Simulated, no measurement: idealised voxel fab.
This is a process module. Its name is voxel transistor to metal.
The cross-section shown here is cut; it is 150 nm wide and divided into square cells measuring 5 nm on a side.
Notation: cross-section as square-cell grid; stated in bands, top first, going down; one or more cell rows per band.
Band: top height; bottom height; in nm. Then, left to right: material with width in nm, for each material. "full width": a single material spanning edge to edge. "air": empty space.
Where do heights start? At 0: under that level the wafer as delivered is made of one material only. And the lowest band has no floor; it just carries on downward, as in "0 and below".
A width given as "30 to 40" starts at the first number in the band's top row and ends at the second number in its bottom row, shifting by an equal amount at every step from row to row.
Where the words "nothing got changed" appear for a step, the cross-section shows no cell changed by that step; every cell remained as before.
Each empty space that has no open way to the top and spans at least 8 cells appears under "Sealed void list" as width x height at distance, the distance counted from the left edge, all in nm.
Past the settings on a step's line: simulator remark, on that step.
A step line may carry the setting "overlay nm", which, for steps involving a mask, states the distance by which the mask lay to the right of its intended position; negative values denote displacement to the left.

Process steps - plan
1,RECEIVE | material Si
2,OXIDIZE | depth nm 5
3,CONFORMAL_DEP | material SiN | thk nm 10
4,MASKED_ETCH | tone cover | mask id ACTIVE | width nm 110 | etch materials SiN | depth nm 10 | overlay nm 0
5,MASKED_ETCH | tone cover | mask id ACTIVE | width nm 110 | etch materials SiO2 | depth nm 5 | overlay nm 0
6,MASKED_ETCH | tone cover | mask id ACTIVE | width nm 110 | etch materials Si | depth nm 30 | overlay nm 0
7,OXIDIZE | depth nm 5
8,FILL_DEP | material SiO2 | thk nm 10
9,CMP | height nm 10
10,SELECTIVE_ETCH | etch materials SiO2 | depth nm 5
11,STRIP | etch materials SiN
12,SELECTIVE_ETCH | etch materials SiO2 | depth nm 5
13,OXIDIZE | depth nm 5
14,DIRECTIONAL_DEP | material polySi | thk nm 25
15,DIRECTIONAL_DEP | material SiCN | thk nm 10
16,PATTERN | tone cover | mask id GATE | material resist | width nm 30 | thk nm 20 | overlay nm 0
17,DIRECTIONAL_ETCH | etch materials SiCN | depth nm 20
18,DIRECTIONAL_ETCH | etch materials polySi | depth nm 35
19,STRIP | etch materials resist
20,CONFORMAL_DEP | material SiN | thk nm 10
21,DIRECTIONAL_ETCH | etch materials SiN | depth nm 10
22,DIRECTIONAL_ETCH | etch materials SiO2 | depth nm 5
23,EPI | material SiGe | thk nm 5
24,FILL_DEP | material SiO2 | thk nm 5
25,CMP | height nm 20
26,STRIP | etch materials polySi
27,SELECTIVE_ETCH | etch materials SiO2 | depth nm 5
28,CONFORMAL_DEP | material HfO2 | thk nm 5
29,CONFORMAL_DEP | material TiN | thk nm 5
30,FILL_DEP | material W | thk nm 10
31,CMP | height nm 15
32,DIRECTIONAL_DEP | material SiO2 | thk nm 10
33,MASKED_ETCH | tone open | mask id CONTACT | width nm 20 | pitch nm 80 | etch materials SiO2 | depth nm 30 | overlay nm 0
34,CONFORMAL_DEP | material TiN | thk nm 5
35,FILL_DEP | material W | thk nm 10
36,CMP | height nm 25
37,DIRECTIONAL_DEP | material TiN | thk nm 5
38,DIRECTIONAL_DEP | material W | thk nm 20
39,DIRECTIONAL_DEP | material aC | thk nm 15
40,PATTERN | tone cover | mask id METAL_1 | material resist | width nm 20 | pitch nm 80 | thk nm 35 | overlay nm 0
41,DIRECTIONAL_ETCH | etch materials aC | depth nm 15
42,STRIP | etch materials resist
43,DIRECTIONAL_ETCH | etch materials W | depth nm 20
44,DIRECTIONAL_ETCH | etch materials TiN | depth nm 5
45,STRIP | etch materials aC
46,CONFORMAL_DEP | material SiN | thk nm 5
47,FILL_DEP | material lowk | thk nm 10
48,CMP | height nm 50
49,CONFORMAL_DEP | material SiN | thk nm 5

As received (post step 1): cross-section
0 and below: Si full width
Sealed void list: none

The first of the two wafers as seen in cross-section once the module was finished; processing followed the plan
55 down to 50: SiN full width
50 down to 30: 20 of lowk / 5 of SiN / 20 of W / 5 of SiN / 50 of lowk / 5 of SiN / 20 of W / 5 of SiN / 20 of lowk
30 down to 25: 25 of SiN / 20 of TiN / 60 of SiN / 20 of TiN / 25 of SiN
25 down to 15: 25 of SiO2 / 5 of TiN / 10 of W / 5 of TiN / 60 of SiO2 / 5 of TiN / 10 of W / 5 of TiN / 25 of SiO2
15 down to 0: 25 of SiO2 / 5 of TiN / 10 of W / 5 of TiN / 5 of SiO2 / 10 of SiN / 5 of HfO2 / 5 of TiN / 10 of W / 5 of TiN / 5 of HfO2 / 10 of SiN / 5 of SiO2 / 5 of TiN / 10 of W / 5 of TiN / 25 of SiO2
0 down to -5: 15 of SiO2 / 10 of SiN / 20 of TiN / 5 of SiO2 / 10 of SiN / 5 of HfO2 / 20 of TiN / 5 of HfO2 / 10 of SiN / 5 of SiO2 / 20 of TiN / 10 of SiN / 15 of SiO2
-5 down to -10: 25 of SiO2 / 25 of SiGe / 5 of SiO2 / 40 of HfO2 / 5 of SiO2 / 25 of SiGe / 25 of SiO2
-10 down to -40: 25 of SiO2 / 100 of Si / 25 of SiO2
-40 and below: Si full width
Sealed void list: none

Cross-section at end of module for the second wafer of two, which matched the first in starting point and plan and differed by one mistake in its processing
55 down to 50: SiN full width
50 down to 30: 20 of lowk / 5 of SiN / 20 of W / 5 of SiN / 50 of lowk / 5 of SiN / 20 of W / 5 of SiN / 20 of lowk
30 down to 25: 25 of SiN / 20 of TiN / 60 of SiN / 20 of TiN / 25 of SiN
25 down to 15: 25 of SiO2 / 5 of TiN / 10 of W / 5 of TiN / 60 of SiO2 / 5 of TiN / 10 of W / 5 of TiN / 25 of SiO2
15 down to 0: 25 of SiO2 / 5 of TiN / 10 of W / 5 of TiN / 5 of SiO2 / 10 of SiN / 5 of HfO2 / 5 of TiN / 10 of W / 5 of TiN / 5 of HfO2 / 10 of SiN / 5 of SiO2 / 5 of TiN / 10 of W / 5 of TiN / 25 of SiO2
0 down to -5: 15 of SiO2 / 10 of SiN / 20 of TiN / 5 of SiO2 / 10 of SiN / 5 of HfO2 / 20 of TiN / 5 of HfO2 / 10 of SiN / 5 of SiO2 / 20 of TiN / 10 of SiN / 15 of SiO2
-5 down to -10: 25 of SiO2 / 25 of SiGe / 5 of SiO2 / 40 of HfO2 / 5 of SiO2 / 25 of SiGe / 25 of SiO2
-10 down to -45: 30 of SiO2 / 90 of Si / 30 of SiO2
-45 and below: Si full width
Sealed void list: none
Nonconformance to the process plan: contrary to plan, step 7 was performed as OXIDIZE | depth nm 10
Per the end-of-run cell counts, the second wafer holds more or fewer of some materials than the first: Si: 24 fewer, SiO2: 24 more
